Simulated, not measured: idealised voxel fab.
The process module presented herein is designated voxel capacitor over wiring.
The cross-section on display is named cut; it measures 265 nm wide, and its cells are 5 nm squares.
We lay out every cross-section as a grid of square cells and spell it out in bands from the top down, where one band means one or more rows of cells. Band: top and bottom heights (nm) first, top before bottom; then materials from left to right, widths in nm. "throughout" marks a sole material filling the band edge to edge. "air" denotes empty space. Counting heights begins at 0, where everything beneath is, in the wafer as received, one material. The lowest band has no bottom; it goes on downwards, as "z 0 and below" shows. You'd read "30->40" like this: the band's top row of cells is as wide as the first number, its bottom row is as wide as the second, and going down, every row changes width by the same amount as the row before did. No cell of the cross-section changed in a step that is given as "left unchanged". This entry, "Tabulated closed voids", enumerates those empty regions of no fewer than 8 cells that possess no open connection to the top. Each region is reported in the form width x height at distance, the distance being taken from the left edge, with all three quantities expressed in nm. Formally, on a step line, whatever follows the settings is a remark that the simulator itself makes on the step. The setting "overlay nm" may be written on the line of a step. When the step uses a mask, the value reports how far to the right of the planned place the mask lay, and a negative value reports that it lay to the left.

# Process steps foreseen in the plan
1,op RECEIVE | material Si
2,op CONFORMAL_DEP | material SiO2 | thk nm 10
3,op DIRECTIONAL_DEP | material TiN | thk nm 5
4,op DIRECTIONAL_DEP | material Ru | thk nm 15
5,op PATTERN | tone cover | mask id METAL_1 | material resist | width nm 30 | pitch nm 100 | thk nm 15 | overlay nm 0
6,op DIRECTIONAL_ETCH | etch materials Ru | depth nm 15
7,op DIRECTIONAL_ETCH | etch materials TiN | depth nm 5
8,op STRIP | etch materials resist
9,op FILL_DEP | material SiO2 | thk nm 10
10,op CMP | height nm 30
11,op CONFORMAL_DEP | material SiCN | thk nm 5
12,op DIRECTIONAL_DEP | material SiO2 | thk nm 20
13,op PATTERN | tone open | mask id PLUG_1 | material resist | width nm 15 | thk nm 20 | overlay nm 0
14,op DIRECTIONAL_ETCH | etch materials SiO2 | depth nm 20
15,op DIRECTIONAL_ETCH | etch materials SiCN | depth nm 5
16,op STRIP | etch materials resist
17,op CONFORMAL_DEP | material TiN | thk nm 5
18,op FILL_DEP | material W | thk nm 5
19,op CMP | height nm 55
20,op DIRECTIONAL_DEP | material TiN | thk nm 10
21,op DIRECTIONAL_DEP | material SiN | thk nm 5
22,op DIRECTIONAL_DEP | material TiN | thk nm 5
23,op DIRECTIONAL_DEP | material aC | thk nm 10
24,op PATTERN | tone cover | mask id UPPER_PLATE | material resist | width nm 75 | thk nm 30 | overlay nm 0
25,op DIRECTIONAL_ETCH | etch materials aC | depth nm 10
26,op STRIP | etch materials resist
27,op DIRECTIONAL_ETCH | etch materials TiN | depth nm 5
28,op DIRECTIONAL_ETCH | etch materials SiN | depth nm 5
29,op STRIP | etch materials aC
30,op DIRECTIONAL_DEP | material aC | thk nm 15
31,op PATTERN | tone cover | mask id LOWER_PLATE | material resist | width nm 85 | thk nm 30 | overlay nm 0
32,op DIRECTIONAL_ETCH | etch materials aC | depth nm 15
33,op STRIP | etch materials resist
34,op DIRECTIONAL_ETCH | etch materials TiN | depth nm 10
35,op STRIP | etch materials aC
36,op FILL_DEP | material SiO2 | thk nm 15
37,op CMP | height nm 85
38,op DIRECTIONAL_DEP | material aC | thk nm 15
39,op PATTERN | tone open | mask id PLUG_2 | material resist | width nm 15 | thk nm 30 | overlay nm 0
40,op DIRECTIONAL_ETCH | etch materials aC | depth nm 15
41,op STRIP | etch materials resist
42,op DIRECTIONAL_ETCH | etch materials SiO2 | depth nm 10
43,op STRIP | etch materials aC
44,op CONFORMAL_DEP | material TiN | thk nm 5
45,op FILL_DEP | material Cu | thk nm 5
46,op CMP | height nm 85
47,op CONFORMAL_DEP | material SiN | thk nm 5

# On the first of the two wafers: run conducted according to plan

# Incoming wafer, cross-sectional view, post step 1
z 0 and below: Si throughout
Tabulated closed voids: none

# You're looking at a cross-section of the wafer after step 2
z 10 to 0: SiO2 throughout
Below 0, the layers are the same as they were.

# You're looking at a cross-section of the wafer after step 3
z 15 to 10: TiN throughout
Below 10, the layers are the same as they were.

# You're looking at a cross-section of the wafer after step 4
z 30 to 15: Ru throughout
Below 15, the layers are the same as they were.

# You're looking at a cross-section of the wafer after step 5
z 45 to 30: 65 air, then 30 resist, then 70 air, then 30 resist, then 70 air
Below 30, the layers are the same as they were.

# You're looking at a cross-section of the wafer after step 6
z 45 to 30: 65 air, then 30 resist, then 70 air, then 30 resist, then 70 air
z 30 to 15: 65 air, then 30 Ru, then 70 air, then 30 Ru, then 70 air
Below 15, the layers are the same as they were.

# You're looking at a cross-section of the wafer after step 7
z 45 to 30: 65 air, then 30 resist, then 70 air, then 30 resist, then 70 air
z 30 to 15: 65 air, then 30 Ru, then 70 air, then 30 Ru, then 70 air
z 15 to 10: 65 air, then 30 TiN, then 70 air, then 30 TiN, then 70 air
Below 10, the layers are the same as they were.

# You're looking at a cross-section of the wafer after step 8
z 30 to 15: 65 air, then 30 Ru, then 70 air, then 30 Ru, then 70 air
Below 15, the layers are the same as they were.

# You're looking at a cross-section of the wafer after step 9
z 40 to 30: SiO2 throughout
z 30 to 15: 65 SiO2, then 30 Ru, then 70 SiO2, then 30 Ru, then 70 SiO2
z 15 to 10: 65 SiO2, then 30 TiN, then 70 SiO2, then 30 TiN, then 70 SiO2
Below 10, the layers are the same as they were.

# You're looking at a cross-section of the wafer after step 10
z 30 to 15: 65 SiO2, then 30 Ru, then 70 SiO2, then 30 Ru, then 70 SiO2
Below 15, the layers are the same as they were.

# You're looking at a cross-section of the wafer after step 11
z 35 to 30: SiCN throughout
Below 30, the layers are the same as they were.

# You're looking at a cross-section of the wafer after step 12
z 55 to 35: SiO2 throughout
Below 35, the layers are the same as they were.

# You're looking at a cross-section of the wafer after step 13
z 75 to 55: 80 resist, then 15 air, then 170 resist
Below 55, the layers are the same as they were.

# You're looking at a cross-section of the wafer after step 14
z 75 to 55: 80 resist, then 15 air, then 170 resist
z 55 to 35: 80 SiO2, then 15 air, then 170 SiO2
Below 35, the layers are the same as they were.

# You're looking at a cross-section of the wafer after step 15
z 75 to 55: 80 resist, then 15 air, then 170 resist
z 55 to 35: 80 SiO2, then 15 air, then 170 SiO2
z 35 to 30: 80 SiCN, then 15 air, then 170 SiCN
Below 30, the layers are the same as they were.

# You're looking at a cross-section of the wafer after step 16
z 55 to 35: 80 SiO2, then 15 air, then 170 SiO2
Below 35, the layers are the same as they were.

# You're looking at a cross-section of the wafer after step 17
z 60 to 55: 85 TiN, then 5 air, then 175 TiN
z 55 to 35: 80 SiO2, then 5 TiN, then 5 air, then 5 TiN, then 170 SiO2
z 35 to 30: 80 SiCN, then 15 TiN, then 170 SiCN
Below 30, the layers are the same as they were.

# You're looking at a cross-section of the wafer after step 18
z 65 to 60: W throughout
z 60 to 55: 85 TiN, then 5 W, then 175 TiN
z 55 to 35: 80 SiO2, then 5 TiN, then 5 W, then 5 TiN, then 170 SiO2
Below 35, the layers are the same as they were.

# You're looking at a cross-section of the wafer after step 19
z 55 to 35: 80 SiO2, then 5 TiN, then 5 W, then 5 TiN, then 170 SiO2
Below 35, the layers are the same as they were.

# You're looking at a cross-section of the wafer after step 20
z 65 to 55: TiN throughout
Below 55, the layers are the same as they were.

# You're looking at a cross-section of the wafer after step 21
z 70 to 65: SiN throughout
Below 65, the layers are the same as they were.

# You're looking at a cross-section of the wafer after step 22
z 75 to 70: TiN throughout
Below 70, the layers are the same as they were.

# You're looking at a cross-section of the wafer after step 23
z 85 to 75: aC throughout
Below 75, the layers are the same as they were.

# You're looking at a cross-section of the wafer after step 24
z 115 to 85: 80 air, then 75 resist, then 110 air
Below 85, the layers are the same as they were.

# You're looking at a cross-section of the wafer after step 25
z 105 to 85: 80 air, then 75 resist, then 110 air
z 85 to 75: 80 air, then 75 aC, then 110 air
Below 75, the layers are the same as they were.

# You're looking at a cross-section of the wafer after step 26
z 85 to 75: 80 air, then 75 aC, then 110 air
Below 75, the layers are the same as they were.

# You're looking at a cross-section of the wafer after step 27
z 85 to 75: 80 air, then 75 aC, then 110 air
z 75 to 70: 80 air, then 75 TiN, then 110 air
Below 70, the layers are the same as they were.

# You're looking at a cross-section of the wafer after step 28
z 85 to 75: 80 air, then 75 aC, then 110 air
z 75 to 70: 80 air, then 75 TiN, then 110 air
z 70 to 65: 80 air, then 75 SiN, then 110 air
Below 65, the layers are the same as they were.

# You're looking at a cross-section of the wafer after step 29
z 75 to 70: 80 air, then 75 TiN, then 110 air
Below 70, the layers are the same as they were.

# You're looking at a cross-section of the wafer after step 30
z 90 to 80: 80 air, then 75 aC, then 110 air
z 80 to 75: aC throughout
z 75 to 70: 80 aC, then 75 TiN, then 110 aC
z 70 to 65: 80 aC, then 75 SiN, then 110 aC
Below 65, the layers are the same as they were.

# You're looking at a cross-section of the wafer after step 31
z 120 to 90: 75 air, then 85 resist, then 105 air
z 90 to 80: 75 air, then 5 resist, then 75 aC, then 5 resist, then 105 air
Below 80, the layers are the same as they were.

# You're looking at a cross-section of the wafer after step 32
z 105 to 90: 75 air, then 85 resist, then 105 air
z 90 to 80: 75 air, then 5 resist, then 75 aC, then 5 resist, then 105 air
z 80 to 75: 75 air, then 85 aC, then 105 air
z 75 to 70: 75 air, then 5 aC, then 75 TiN, then 5 aC, then 105 air
z 70 to 65: 75 air, then 5 aC, then 75 SiN, then 5 aC, then 105 air
Below 65, the layers are the same as they were.

# You're looking at a cross-section of the wafer after step 33
z 90 to 80: 80 air, then 75 aC, then 110 air
Below 80, the layers are the same as they were.

# You're looking at a cross-section of the wafer after step 34
z 90 to 80: 80 air, then 75 aC, then 110 air
z 80 to 75: 75 air, then 85 aC, then 105 air
z 75 to 70: 75 air, then 5 aC, then 75 TiN, then 5 aC, then 105 air
z 70 to 65: 75 air, then 5 aC, then 75 SiN, then 5 aC, then 105 air
z 65 to 55: 75 air, then 85 TiN, then 105 air
Below 55, the layers are the same as they were.

# You're looking at a cross-section of the wafer after step 35
z 75 to 70: 80 air, then 75 TiN, then 110 air
z 70 to 65: 80 air, then 75 SiN, then 110 air
Below 65, the layers are the same as they were.

# You're looking at a cross-section of the wafer after step 36
z 90 to 75: SiO2 throughout
z 75 to 70: 80 SiO2, then 75 TiN, then 110 SiO2
z 70 to 65: 80 SiO2, then 75 SiN, then 110 SiO2
z 65 to 55: 75 SiO2, then 85 TiN, then 105 SiO2
Below 55, the layers are the same as they were.

# You're looking at a cross-section of the wafer after step 37
z 85 to 75: SiO2 throughout
Below 75, the layers are the same as they were.

# You're looking at a cross-section of the wafer after step 38
z 100 to 85: aC throughout
Below 85, the layers are the same as they were.

# You're looking at a cross-section of the wafer after step 39
z 130 to 100: 90 resist, then 15 air, then 160 resist
Below 100, the layers are the same as they were.

# You're looking at a cross-section of the wafer after step 40
z 115 to 100: 90 resist, then 15 air, then 160 resist
z 100 to 85: 90 aC, then 15 air, then 160 aC
Below 85, the layers are the same as they were.

# You're looking at a cross-section of the wafer after step 41
z 100 to 85: 90 aC, then 15 air, then 160 aC
Below 85, the layers are the same as they were.

# You're looking at a cross-section of the wafer after step 42
z 100 to 85: 90 aC, then 15 air, then 160 aC
z 85 to 75: 90 SiO2, then 15 air, then 160 SiO2
Below 75, the layers are the same as they were.

# You're looking at a cross-section of the wafer after step 43
z 85 to 75: 90 SiO2, then 15 air, then 160 SiO2
Below 75, the layers are the same as they were.

# You're looking at a cross-section of the wafer after step 44
z 90 to 85: 95 TiN, then 5 air, then 165 TiN
z 85 to 80: 90 SiO2, then 5 TiN, then 5 air, then 5 TiN, then 160 SiO2
z 80 to 70: 90->80 SiO2, then 15->75 TiN, then 160->110 SiO2
Below 70, the layers are the same as they were.

# You're looking at a cross-section of the wafer after step 45
z 95 to 90: Cu throughout
z 90 to 85: 95 TiN, then 5 Cu, then 165 TiN
z 85 to 80: 90 SiO2, then 5 TiN, then 5 Cu, then 5 TiN, then 160 SiO2
Below 80, the layers are the same as they were.

# You're looking at a cross-section of the wafer after step 46
z 85 to 80: 90 SiO2, then 5 TiN, then 5 Cu, then 5 TiN, then 160 SiO2
Below 80, the layers are the same as they were.

# You're looking at a cross-section of the wafer after step 47
z 90 to 85: SiN throughout
Below 85, the layers are the same as they were.

# The second wafer was prepared from the same starting point and under the same plan as the first; its processing contained one mistake, and it remains indistinguishable from the first wafer up to and including step 4

# Second wafer cross-section, taken as of the time the plan sets for step 5 to be done
z 45 to 30: 60 air, then 40 resist, then 60 air, then 40 resist, then 65 air
Below 30, the layers are the same as they were.

# Second wafer cross-section, taken as of the time the plan sets for step 6 to be done
z 45 to 30: 60 air, then 40 resist, then 60 air, then 40 resist, then 65 air
z 30 to 15: 60 air, then 40 Ru, then 60 air, then 40 Ru, then 65 air
Below 15, the layers are the same as they were.

# Second wafer cross-section, taken as of the time the plan sets for step 7 to be done
z 45 to 30: 60 air, then 40 resist, then 60 air, then 40 resist, then 65 air
z 30 to 15: 60 air, then 40 Ru, then 60 air, then 40 Ru, then 65 air
z 15 to 10: 60 air, then 40 TiN, then 60 air, then 40 TiN, then 65 air
Below 10, the layers are the same as they were.

# Second wafer cross-section, taken as of the time the plan sets for step 8 to be done
z 30 to 15: 60 air, then 40 Ru, then 60 air, then 40 Ru, then 65 air
Below 15, the layers are the same as they were.

# Second wafer cross-section, taken as of the time the plan sets for step 9 to be done
z 40 to 30: SiO2 throughout
z 30 to 15: 60 SiO2, then 40 Ru, then 60 SiO2, then 40 Ru, then 65 SiO2
z 15 to 10: 60 SiO2, then 40 TiN, then 60 SiO2, then 40 TiN, then 65 SiO2
Below 10, the layers are the same as they were.

# Second wafer cross-section, taken as of the time the plan sets for step 10 to be done
z 30 to 15: 60 SiO2, then 40 Ru, then 60 SiO2, then 40 Ru, then 65 SiO2
Below 15, the layers are the same as they were.

# Second wafer cross-section, taken as of the time the plan sets for step 11 to be done
z 35 to 30: SiCN throughout
Below 30, the layers are the same as they were.

# Second wafer cross-section, taken as of the time the plan sets for step 12 to be done
z 55 to 35: SiO2 throughout
Below 35, the layers are the same as they were.

# Second wafer cross-section, taken as of the time the plan sets for step 13 to be done
z 75 to 55: 80 resist, then 15 air, then 170 resist
Below 55, the layers are the same as they were.

# Second wafer cross-section, taken as of the time the plan sets for step 14 to be done
z 75 to 55: 80 resist, then 15 air, then 170 resist
z 55 to 35: 80 SiO2, then 15 air, then 170 SiO2
Below 35, the layers are the same as they were.

# Second wafer cross-section, taken as of the time the plan sets for step 15 to be done
z 75 to 55: 80 resist, then 15 air, then 170 resist
z 55 to 35: 80 SiO2, then 15 air, then 170 SiO2
z 35 to 30: 80 SiCN, then 15 air, then 170 SiCN
Below 30, the layers are the same as they were.

# Second wafer cross-section, taken as of the time the plan sets for step 16 to be done
z 55 to 35: 80 SiO2, then 15 air, then 170 SiO2
Below 35, the layers are the same as they were.

# Second wafer cross-section, taken as of the time the plan sets for step 17 to be done
z 60 to 55: 85 TiN, then 5 air, then 175 TiN
z 55 to 35: 80 SiO2, then 5 TiN, then 5 air, then 5 TiN, then 170 SiO2
z 35 to 30: 80 SiCN, then 15 TiN, then 170 SiCN
Below 30, the layers are the same as they were.

# Second wafer cross-section, taken as of the time the plan sets for step 18 to be done
z 65 to 60: W throughout
z 60 to 55: 85 TiN, then 5 W, then 175 TiN
z 55 to 35: 80 SiO2, then 5 TiN, then 5 W, then 5 TiN, then 170 SiO2
Below 35, the layers are the same as they were.

# Second wafer cross-section, taken as of the time the plan sets for step 19 to be done
z 55 to 35: 80 SiO2, then 5 TiN, then 5 W, then 5 TiN, then 170 SiO2
Below 35, the layers are the same as they were.

# Second wafer cross-section, taken as of the time the plan sets for step 20 to be done
z 65 to 55: TiN throughout
Below 55, the layers are the same as they were.

# Second wafer cross-section, taken as of the time the plan sets for step 21 to be done
z 70 to 65: SiN throughout
Below 65, the layers are the same as they were.

# Second wafer cross-section, taken as of the time the plan sets for step 22 to be done
z 75 to 70: TiN throughout
Below 70, the layers are the same as they were.

# Second wafer cross-section, taken as of the time the plan sets for step 23 to be done
z 85 to 75: aC throughout
Below 75, the layers are the same as they were.

# Second wafer cross-section, taken as of the time the plan sets for step 24 to be done
z 115 to 85: 80 air, then 75 resist, then 110 air
Below 85, the layers are the same as they were.

# Second wafer cross-section, taken as of the time the plan sets for step 25 to be done
z 105 to 85: 80 air, then 75 resist, then 110 air
z 85 to 75: 80 air, then 75 aC, then 110 air
Below 75, the layers are the same as they were.

# Second wafer cross-section, taken as of the time the plan sets for step 26 to be done
z 85 to 75: 80 air, then 75 aC, then 110 air
Below 75, the layers are the same as they were.

# Second wafer cross-section, taken as of the time the plan sets for step 27 to be done
z 85 to 75: 80 air, then 75 aC, then 110 air
z 75 to 70: 80 air, then 75 TiN, then 110 air
Below 70, the layers are the same as they were.

# Second wafer cross-section, taken as of the time the plan sets for step 28 to be done
z 85 to 75: 80 air, then 75 aC, then 110 air
z 75 to 70: 80 air, then 75 TiN, then 110 air
z 70 to 65: 80 air, then 75 SiN, then 110 air
Below 65, the layers are the same as they were.

# Second wafer cross-section, taken as of the time the plan sets for step 29 to be done
z 75 to 70: 80 air, then 75 TiN, then 110 air
Below 70, the layers are the same as they were.

# Second wafer cross-section, taken as of the time the plan sets for step 30 to be done
z 90 to 80: 80 air, then 75 aC, then 110 air
z 80 to 75: aC throughout
z 75 to 70: 80 aC, then 75 TiN, then 110 aC
z 70 to 65: 80 aC, then 75 SiN, then 110 aC
Below 65, the layers are the same as they were.

# Second wafer cross-section, taken as of the time the plan sets for step 31 to be done
z 120 to 90: 75 air, then 85 resist, then 105 air
z 90 to 80: 75 air, then 5 resist, then 75 aC, then 5 resist, then 105 air
Below 80, the layers are the same as they were.

# Second wafer cross-section, taken as of the time the plan sets for step 32 to be done
z 105 to 90: 75 air, then 85 resist, then 105 air
z 90 to 80: 75 air, then 5 resist, then 75 aC, then 5 resist, then 105 air
z 80 to 75: 75 air, then 85 aC, then 105 air
z 75 to 70: 75 air, then 5 aC, then 75 TiN, then 5 aC, then 105 air
z 70 to 65: 75 air, then 5 aC, then 75 SiN, then 5 aC, then 105 air
Below 65, the layers are the same as they were.

# Second wafer cross-section, taken as of the time the plan sets for step 33 to be done
z 90 to 80: 80 air, then 75 aC, then 110 air
Below 80, the layers are the same as they were.

# Second wafer cross-section, taken as of the time the plan sets for step 34 to be done
z 90 to 80: 80 air, then 75 aC, then 110 air
z 80 to 75: 75 air, then 85 aC, then 105 air
z 75 to 70: 75 air, then 5 aC, then 75 TiN, then 5 aC, then 105 air
z 70 to 65: 75 air, then 5 aC, then 75 SiN, then 5 aC, then 105 air
z 65 to 55: 75 air, then 85 TiN, then 105 air
Below 55, the layers are the same as they were.

# Second wafer cross-section, taken as of the time the plan sets for step 35 to be done
z 75 to 70: 80 air, then 75 TiN, then 110 air
z 70 to 65: 80 air, then 75 SiN, then 110 air
Below 65, the layers are the same as they were.

# Second wafer cross-section, taken as of the time the plan sets for step 36 to be done
z 90 to 75: SiO2 throughout
z 75 to 70: 80 SiO2, then 75 TiN, then 110 SiO2
z 70 to 65: 80 SiO2, then 75 SiN, then 110 SiO2
z 65 to 55: 75 SiO2, then 85 TiN, then 105 SiO2
Below 55, the layers are the same as they were.

# Second wafer cross-section, taken as of the time the plan sets for step 37 to be done
z 85 to 75: SiO2 throughout
Below 75, the layers are the same as they were.

# Second wafer cross-section, taken as of the time the plan sets for step 38 to be done
z 100 to 85: aC throughout
Below 85, the layers are the same as they were.

# Second wafer cross-section, taken as of the time the plan sets for step 39 to be done
z 130 to 100: 90 resist, then 15 air, then 160 resist
Below 100, the layers are the same as they were.

# Second wafer cross-section, taken as of the time the plan sets for step 40 to be done
z 115 to 100: 90 resist, then 15 air, then 160 resist
z 100 to 85: 90 aC, then 15 air, then 160 aC
Below 85, the layers are the same as they were.

# Second wafer cross-section, taken as of the time the plan sets for step 41 to be done
z 100 to 85: 90 aC, then 15 air, then 160 aC
Below 85, the layers are the same as they were.

# Second wafer cross-section, taken as of the time the plan sets for step 42 to be done
z 100 to 85: 90 aC, then 15 air, then 160 aC
z 85 to 75: 90 SiO2, then 15 air, then 160 SiO2
Below 75, the layers are the same as they were.

# Second wafer cross-section, taken as of the time the plan sets for step 43 to be done
z 85 to 75: 90 SiO2, then 15 air, then 160 SiO2
Below 75, the layers are the same as they were.

# Second wafer cross-section, taken as of the time the plan sets for step 44 to be done
z 90 to 85: 95 TiN, then 5 air, then 165 TiN
z 85 to 80: 90 SiO2, then 5 TiN, then 5 air, then 5 TiN, then 160 SiO2
z 80 to 70: 90->80 SiO2, then 15->75 TiN, then 160->110 SiO2
Below 70, the layers are the same as they were.

# Second wafer cross-section, taken as of the time the plan sets for step 45 to be done
z 95 to 90: Cu throughout
z 90 to 85: 95 TiN, then 5 Cu, then 165 TiN
z 85 to 80: 90 SiO2, then 5 TiN, then 5 Cu, then 5 TiN, then 160 SiO2
Below 80, the layers are the same as they were.

# Second wafer cross-section, taken as of the time the plan sets for step 46 to be done
z 85 to 80: 90 SiO2, then 5 TiN, then 5 Cu, then 5 TiN, then 160 SiO2
Below 80, the layers are the same as they were.

# Second wafer cross-section, taken as of the time the plan sets for step 47 to be done
z 90 to 85: SiN throughout
Below 85, the layers are the same as they were.
Nonconformance to the process plan: contrary to plan, step 5 was performed as op PATTERN | tone cover | mask id METAL_1 | material resist | width nm 40 | pitch nm 100 | thk nm 15 | overlay nm 0
End of process, cell counts, second wafer against first, materials with more or fewer: +12 Ru | -16 SiO2 | +4 TiN
